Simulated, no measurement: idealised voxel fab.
Module name: voxel gate over fins (process module)
Square cells of 5 nm make up the cross-section cut, whose width is 280 nm.
Reading order for cross-sections: top band down to bottom band. Underlying form: a grid of square cells. Band size: one or more rows of cells. Within each band entry, the heights of the top and of the bottom of the band appear first, in that order and in nm; the materials of the band then follow from left to right, each with its corresponding width in nm. The designation "edge to edge" on a single material indicates that it fills the band from edge to edge; the designation "blank" indicates empty space. Height 0 is the level under which the wafer as received is all one material. The lowest band goes on downwards, as in "0 and below". Quick explanation for "30..40": the width changes in equal steps down the rows of cells, from the first number in the band's top row to the second number in its bottom row. Basically "nothing got changed" means that step didn't change any cell in the cross-section. Each empty space that has no open way to the top and spans at least 8 cells appears under "closed voids" as width x height at distance, the distance counted from the left edge, all in nm. It should be noted that, on the line of a given step, the content following the step's settings is a remark produced by the simulator itself with respect to that step. overlay nm: on a step with a mask, how far right of its planned place the mask lay; negative means left.
**Planned step list for the process**
- 1: op RECEIVE | material Si
- 2: op CONFORMAL_DEP | material SiN | thk nm 10
- 3: op DIRECTIONAL_DEP | material aC | thk nm 10
- 4: op PATTERN | tone cover | mask id FINS | material resist | width nm 15 | pitch nm 60 | thk nm 25 | overlay nm 0
- 5: op DIRECTIONAL_ETCH | etch materials aC | depth nm 10
- 6: op STRIP | etch materials resist
- 7: op DIRECTIONAL_ETCH | etch materials SiN | depth nm 10
- 8: op DIRECTIONAL_ETCH | etch materials Si | depth nm 30
- 9: op STRIP | etch materials aC
- 10: op OXIDIZE | depth nm 5
- 11: op FILL_DEP | material SiO2 | thk nm 5
- 12: op CMP | height nm 10
- 13: op PATTERN | tone open | mask id RAIL | material resist | width nm 15 | thk nm 20 | overlay nm 0
- 14: op DIRECTIONAL_ETCH | etch materials SiO2 | depth nm 35
- 15: op STRIP | etch materials resist
- 16: op CONFORMAL_DEP | material TiN | thk nm 5
- 17: op FILL_DEP | material W | thk nm 10
- 18: op CMP | height nm 10
- 19: op SELECTIVE_ETCH | etch materials W Ru TiN | depth nm 30
- 20: op FILL_DEP | material SiO2 | thk nm 5
- 21: op CMP | height nm 10
- 22: op SELECTIVE_ETCH | etch materials SiO2 | depth nm 25
- 23: op STRIP | etch materials SiN
- 24: op CONFORMAL_DEP | material HfO2 | thk nm 5
- 25: op CONFORMAL_DEP | material TiN | thk nm 5
- 26: op FILL_DEP | material W | thk nm 15
- 27: op CMP | height nm 20
- 28: op CONFORMAL_DEP | material SiCN | thk nm 10
**So this is the incoming wafer in cross-section - it's already been through step 1**
- 0 and below: Si edge to edge
- closed voids: none
**The following cross-section depicts the wafer upon conclusion of the module. Processing commenced from the starting condition illustrated above and adhered to the plan illustrated above, save for one mistake in execution**
- 30 down to 20: SiCN edge to edge
- 20 down to 10: W edge to edge
- 10 down to 5: W=65 / HfO2=25 / W=35 / HfO2=25 / W=35 / HfO2=25 / W=70
- 5 down to 0: W=65 / HfO2=5 / TiN=15 / HfO2=5 / W=35 / HfO2=5 / TiN=15 / HfO2=5 / W=35 / HfO2=5 / TiN=15 / HfO2=5 / W=70
- 0 down to -5: W=65 / HfO2=5 / TiN=5 / Si=5 / TiN=5 / HfO2=5 / W=35 / HfO2=5 / TiN=5 / Si=5 / TiN=5 / HfO2=5 / W=35 / HfO2=5 / TiN=5 / Si=5 / TiN=5 / HfO2=5 / W=70
- -5 down to -10: HfO2=70 / TiN=5 / Si=5 / TiN=5 / HfO2=45 / TiN=5 / Si=5 / TiN=5 / HfO2=45 / TiN=5 / Si=5 / TiN=5 / HfO2=75
- -10 down to -15: TiN=75 / Si=5 / TiN=55 / Si=5 / TiN=55 / Si=5 / TiN=80
- -15 down to -20: SiO2=75 / Si=5 / SiO2=55 / Si=5 / SiO2=55 / Si=5 / SiO2=80
- -20 down to -25: SiO2=75 / Si=5 / SiO2=20 / TiN=15 / SiO2=20 / Si=5 / SiO2=55 / Si=5 / SiO2=80
- -25 down to -35: SiO2=75 / Si=5 / SiO2=55 / Si=5 / SiO2=55 / Si=5 / SiO2=80
- -35 and below: Si edge to edge
- closed voids: none
Where did the run depart from the plan? note: step 24 <-> step 25, run order reversed vs plan
